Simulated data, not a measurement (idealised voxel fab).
Presented below is a process module, voxel self aligned vias.
For reference, the cross-section in this document is cut, with width 215 nm and square cells of 5 nm.
Cross-section = grid of square cells, listed top down in bands; band = one or more rows.
Each band's line starts with the height of the band's top and of its bottom, in nm. Then come its materials from left to right, each with its width in nm. One material with "throughout" fills the band from edge to edge. "blank" is empty space.
Heights are measured from 0, the level below which the as-received wafer is all one material; the lowest band has no bottom and continues downward, written as in "z 0 and below".
The notation "30->40" denotes a width that varies across the rows of cells in the band, beginning at the first number in the top row, finishing at the second number in the bottom row, and changing by an identical amount from each row to the next.
Reading "remained unchanged" for a step: not a cell of the cross-section changed in it.
Reported under the label "Entrapped voids" are the empty spaces having no open way to the top and comprising 8 cells or more; the notation for each is width x height at distance, in which the distance is measured from the left edge and all three values are in nm.
Formally, on a step line, whatever follows the settings is a remark that the simulator itself makes on the step.
overlay nm: where the mask lay relative to plan, measured to the right, on steps with a mask; negatives go left.
STEPS IN THE PROCESS PLAN
1: RECEIVE, material Si
2: CONFORMAL_DEP, material SiO2, thk nm 10
3: CONFORMAL_DEP, material SiCN, thk nm 5
4: DIRECTIONAL_DEP, material lowk, thk nm 30
5: MASKED_ETCH, tone open, mask id LINES, width nm 25, pitch nm 50, etch materials lowk, depth nm 30, overlay nm 0
6: CONFORMAL_DEP, material TiN, thk nm 5
7: FILL_DEP, material Ru, thk nm 5
8: CMP, height nm 45
9: SELECTIVE_ETCH, etch materials W Ru TiN, depth nm 5
10: FILL_DEP, material SiN, thk nm 10
11: CMP, height nm 45
12: DIRECTIONAL_DEP, material lowk, thk nm 15
13: PATTERN, tone open, mask id VIAS, material resist, width nm 35, thk nm 15, overlay nm 0
14: DIRECTIONAL_ETCH, etch materials lowk, depth nm 15
15: DIRECTIONAL_ETCH, etch materials SiN, depth nm 5
16: STRIP, etch materials resist
17: CONFORMAL_DEP, material TiN, thk nm 5
18: FILL_DEP, material Cu, thk nm 10
19: CMP, height nm 60
20: CONFORMAL_DEP, material SiCN, thk nm 5
THIS IS THE CROSS-SECTION OF THE WAFER AS WE RECEIVED IT, I.E. AFTER STEP 1
  z 0 and below  Si throughout
  Entrapped voids: none
FIRST OF TWO WAFERS, END-OF-MODULE SECTION, RUN FOLLOWED PLAN
  z 65 to 60  SiCN throughout
  z 60 to 50  65 nm lowk  5 nm TiN  25 nm Cu  5 nm TiN  115 nm lowk
  z 50 to 45  65 nm lowk  10 nm TiN  15 nm Cu  10 nm TiN  115 nm lowk
  z 45 to 40  70 nm lowk  25 nm TiN  25 nm lowk  25 nm SiN  70 nm lowk
  z 40 to 20  70 nm lowk  5 nm TiN  15 nm Ru  5 nm TiN  25 nm lowk  5 nm TiN  15 nm Ru  5 nm TiN  70 nm lowk
  z 20 to 15  70 nm lowk  25 nm TiN  25 nm lowk  25 nm TiN  70 nm lowk
  z 15 to 10  SiCN throughout
  z 10 to 0  SiO2 throughout
  z 0 and below  Si throughout
  Entrapped voids: none
CROSS-SECTION, SECOND WAFER: SAME START AS THE FIRST, SAME PLAN AS THE FIRST, ONE MISTAKE IN RUNNING IT; TAKEN AT THE END OF THE MODULE
  z 80 to 75  SiCN throughout
  z 75 to 65  Cu throughout
  z 65 to 60  70 nm TiN  25 nm Cu  120 nm TiN
  z 60 to 50  65 nm lowk  5 nm TiN  25 nm Cu  5 nm TiN  115 nm lowk
  z 50 to 45  65 nm lowk  10 nm TiN  15 nm Cu  10 nm TiN  115 nm lowk
  z 45 to 40  70 nm lowk  25 nm TiN  25 nm lowk  25 nm SiN  70 nm lowk
  z 40 to 20  70 nm lowk  5 nm TiN  15 nm Ru  5 nm TiN  25 nm lowk  5 nm TiN  15 nm Ru  5 nm TiN  70 nm lowk
  z 20 to 15  70 nm lowk  25 nm TiN  25 nm lowk  25 nm TiN  70 nm lowk
  z 15 to 10  SiCN throughout
  z 10 to 0  SiO2 throughout
  z 0 and below  Si throughout
  Entrapped voids: none
Where did the run depart from the plan? step 19 of the plan got skipped, so it never ran
In the final state, the cell counts of the second wafer exceed or fall short of those of the first for the following materials: Cu: 91 more, TiN: 38 more
